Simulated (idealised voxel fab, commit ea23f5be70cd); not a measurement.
voxel released beams: a process module
The cross-section shown here is cut; it is 235 nm wide and divided into square cells measuring 5 nm on a side.
Format of a cross-section: grid, square cells. Given as bands. Order: top down. Band: one or more rows of cells.
Basically the band line says how high the top is and how high the bottom is, in nm, and then what's in it from left to right, every material with its width in nm. Empty space shows up as "air", and if a single material carries "full width" it runs the full band edge to edge.
Note: height 0 marks the level under which the wafer is uniformly one material as received. Lowest band unbounded below, written "0 down".
So if you see something like "30..40" for the width, read it as the top row of the band sitting at the first number and the bottom row at the second, with every row in between moving by the same amount as the last.
The designation "nothing changed", where it is given for a processing step, indicates that no cell of the cross-section was altered in the course of that step.
The list in "Sealed-off cavities" covers empty spaces of 8 cells or more that cannot reach the top through any open way, and it gives each as width x height at distance; the distance is from the left edge, and width, height and distance are in nm.
Anything after a step's settings on that line? It's the simulator's own note about the step.
"overlay nm", when on a step's line for a step with a mask, measures how far to the right of its planned place the mask lay; a negative measure means to the left.

Listed below are the process steps as planned
1: RECEIVE [material Si]
2: CONFORMAL_DEP [material Al2O3] [thk nm 5]
3: DIRECTIONAL_DEP [material SiO2] [thk nm 10]
4: DIRECTIONAL_DEP [material aC] [thk nm 10]
5: PATTERN [tone open] [mask id ANCHOR] [material resist] [width nm 35] [thk nm 30] [overlay nm 0]
6: DIRECTIONAL_ETCH [etch materials aC] [depth nm 10]
7: STRIP [etch materials resist]
8: DIRECTIONAL_ETCH [etch materials SiO2] [depth nm 10]
9: STRIP [etch materials aC]
10: CONFORMAL_DEP [material SiN] [thk nm 15]
11: PATTERN [tone cover] [mask id BEAM] [material resist] [width nm 120] [thk nm 15] [overlay nm 0]
12: DIRECTIONAL_ETCH [etch materials SiN] [depth nm 15]
13: STRIP [etch materials resist]
14: STRIP [etch materials SiO2]

Cross-section of the incoming wafer, state after step 1
0 down: Si full width
Sealed-off cavities: none

What the wafer looks like in cross-section after this module, when it starts as shown above and follows the plan above but one mistake is made in running it
45 to 30: air 55 / SiN 120 / air 60
30 to 15: SiN full width
15 to 5: SiO2 60 / SiN 35 / SiO2 140
5 to 0: Al2O3 full width
0 down: Si full width
Sealed-off cavities: none
In executing the process, a mistake was made relative to the plan: the plan had its step 10 run twice
